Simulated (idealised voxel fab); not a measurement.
process module | voxel self aligned contacts
cross-section cut | 240 nm wide | cells 5 nm
A cross-section is a grid of square cells, given in bands from the top down. A band is one or more rows of cells.
Each band's line starts with the height of the band's top and of its bottom, in nm. Then come its materials from left to right, each with its width in nm. One material with "throughout" fills the band from edge to edge. "air" is empty space.
Height 0 is the level under which the wafer as received is all one material. The lowest band goes on downwards, as in "0 down".
A width such as "30 to 40" changes by the same amount from each row of cells to the next, from the band's top row to its bottom row.
"no change" after a step means that no cell of the cross-section changed.
closed voids: empty space of 8 cells or more with no open way to the top, each as width x height at its distance from the left edge, in nm
after a step's settings: what the simulator itself notes on the step
overlay nm, on a step with a mask: how far to the right of its planned place the mask lay; to the left if negative
plan
1 op RECEIVE | material Si
2 op OXIDIZE | depth nm 5
3 op DIRECTIONAL_DEP | material polySi | thk nm 30
4 op DIRECTIONAL_DEP | material SiN | thk nm 15
5 op MASKED_ETCH | tone cover | mask id GATE | width nm 30 | pitch nm 60 | etch materials SiN | depth nm 15 | overlay nm 0
6 op MASKED_ETCH | tone cover | mask id GATE | width nm 30 | pitch nm 60 | etch materials polySi | depth nm 30 | overlay nm 0
7 op CONFORMAL_DEP | material SiN | thk nm 5
8 op DIRECTIONAL_ETCH | etch materials SiN | depth nm 5
9 op FILL_DEP | material SiO2 | thk nm 20
10 op CMP | height nm 55
11 op DIRECTIONAL_DEP | material aC | thk nm 15
12 op PATTERN | tone open | mask id CONTACT | material resist | width nm 40 | thk nm 30 | overlay nm -15
13 op DIRECTIONAL_ETCH | etch materials aC | depth nm 15
14 op STRIP | etch materials resist
15 op DIRECTIONAL_ETCH | etch materials SiO2 | depth nm 60
16 op STRIP | etch materials aC
17 op CONFORMAL_DEP | material TiN | thk nm 5
18 op FILL_DEP | material Ru | thk nm 5
19 op CMP | height nm 55
20 op CONFORMAL_DEP | material SiCN | thk nm 5
varied across the wafers: overlay nm of step 12. The plan shows the first wafer's value. All wafers start alike
first wafer as received, after step 1
  0 down: Si throughout
  closed voids: none
first wafer at the end, after step 20
  60 to 55: SiCN throughout
  55 to 45: SiO2 85 | TiN 5 to 30 | Ru 30 to 5 | TiN 5 | SiO2 115
  45 to 30: SiO2 70 | SiN 40 | TiN 5 | Ru 5 | TiN 5 | SiO2 5 | SiN 40 | SiO2 70
  30 to 0: SiO2 70 | SiN 5 | polySi 30 | SiN 5 | TiN 5 | Ru 5 | TiN 5 | SiO2 5 | SiN 5 | polySi 30 | SiN 5 | SiO2 70
  0 to -5: SiO2 110 | TiN 15 | SiO2 115
  -5 down: Si throughout
  closed voids: none
last wafer at the end
  60 to 55: SiCN throughout
  55 to 45: SiO2 115 | TiN 5 | Ru 30 to 5 | TiN 5 to 30 | SiO2 85
  45 to 30: SiO2 70 | SiN 40 | SiO2 5 | TiN 5 | Ru 5 | TiN 5 | SiN 40 | SiO2 70
  30 to 0: SiO2 70 | SiN 5 | polySi 30 | SiN 5 | SiO2 5 | TiN 5 | Ru 5 | TiN 5 | SiN 5 | polySi 30 | SiN 5 | SiO2 70
  0 to -5: SiO2 115 | TiN 15 | SiO2 110
  -5 down: Si throughout
  closed voids: none
each wafer at the end: cells of each material gained (+) or lost (-) since it was received, then its closed voids
overlay nm -15 | +16 Ru | -48 Si | +48 SiCN | +72 SiN | +386 SiO2 | +30 TiN | +72 polySi | closed voids: none
overlay nm -10 | +26 Ru | -48 Si | +48 SiCN | +72 SiN | +376 SiO2 | +30 TiN | +72 polySi | closed voids: none
overlay nm -5 | +26 Ru | -48 Si | +48 SiCN | +72 SiN | +376 SiO2 | +30 TiN | +72 polySi | closed voids: none
overlay nm 0 | +26 Ru | -48 Si | +48 SiCN | +72 SiN | +376 SiO2 | +30 TiN | +72 polySi | closed voids: none
overlay nm 5 | +26 Ru | -48 Si | +48 SiCN | +72 SiN | +376 SiO2 | +30 TiN | +72 polySi | closed voids: none
overlay nm 10 | +26 Ru | -48 Si | +48 SiCN | +72 SiN | +376 SiO2 | +30 TiN | +72 polySi | closed voids: none
overlay nm 15 | +16 Ru | -48 Si | +48 SiCN | +72 SiN | +386 SiO2 | +30 TiN | +72 polySi | closed voids: none
